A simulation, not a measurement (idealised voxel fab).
Process module heading - voxel ribs on slabs
Xsec cut, 250 nm wide, square cell size 5 nm.
In what follows, cross-sections appear as grids of square cells, described through bands that run from the top down, where every band is one or more rows of cells.
The band entry comprises the height of the band's top followed by the height of its bottom, expressed in nm, and subsequently the band's materials from left to right, each stated together with its width in nm. Where a single material is marked with the word "throughout", that material fills the band from edge to edge. The word "empty" represents empty space.
Height 0 is the level under which the wafer as received is all one material. The lowest band goes on downwards, as in "0 nm and below".
Width "30 to 40": first value at the band's top row of cells, second value at its bottom row, equal change from row to row.
No cell of the cross-section changed in a step that is given as "remains unaltered".
Closed cavities: empty space of 8 cells or more with no open way to the top, each as width x height at its distance from the left edge, in nm
Whatever follows a step's settings on its line is a remark the simulator itself makes about that step.
The optional step-line setting "overlay nm" applies to steps with a mask and quantifies how far to the right of its planned location the mask lay, a negative value indicating leftward placement.

THE STEPS PLANNED FOR THE PROCESS ARE AS FOLLOWS
1) RECEIVE [material Si]
2) DIRECTIONAL_DEP [material SiO2] [thk nm 25]
3) DIRECTIONAL_DEP [material SiN] [thk nm 25]
4) MASKED_ETCH [tone cover] [mask id RIB] [width nm 15] [etch materials SiN] [depth nm 20] [overlay nm 0]
5) DIRECTIONAL_DEP [material aC] [thk nm 10]
6) PATTERN [tone cover] [mask id SLAB] [material resist] [width nm 55] [thk nm 25] [overlay nm 0]
7) DIRECTIONAL_ETCH [etch materials aC] [depth nm 10]
8) STRIP [etch materials resist]
9) DIRECTIONAL_ETCH [etch materials SiN] [depth nm 5]
10) STRIP [etch materials aC]
11) FILL_DEP [material SiO2] [thk nm 25]
12) CMP [height nm 65]
13) DIRECTIONAL_DEP [material TiN] [thk nm 10]
14) MASKED_ETCH [tone cover] [mask id HEATER] [width nm 25] [etch materials TiN] [depth nm 10] [overlay nm 0]
15) CONFORMAL_DEP [material SiN] [thk nm 5]

AS RECEIVED (POST STEP 1): CROSS-SECTION
	0 nm and below  Si throughout
	Closed cavities: none

THE PLAN ABOVE WAS CARRIED OUT ON THE STARTING STRUCTURE ABOVE WITH ONE MISTAKE, AND THIS CROSS-SECTION SHOWS THE WAFER AT THE END OF THE MODULE
	80 nm to 75 nm  empty: 105; SiN: 35; empty: 110
	75 nm to 70 nm  empty: 105; SiN: 5; TiN: 25; SiN: 5; empty: 110
	70 nm to 65 nm  SiN: 110; TiN: 25; SiN: 115
	65 nm to 25 nm  SiO2 throughout
	25 nm to 0 nm  SiN throughout
	0 nm and below  Si throughout
	Closed cavities: none
Want to know what went wrong? steps 2 and 3 swapped
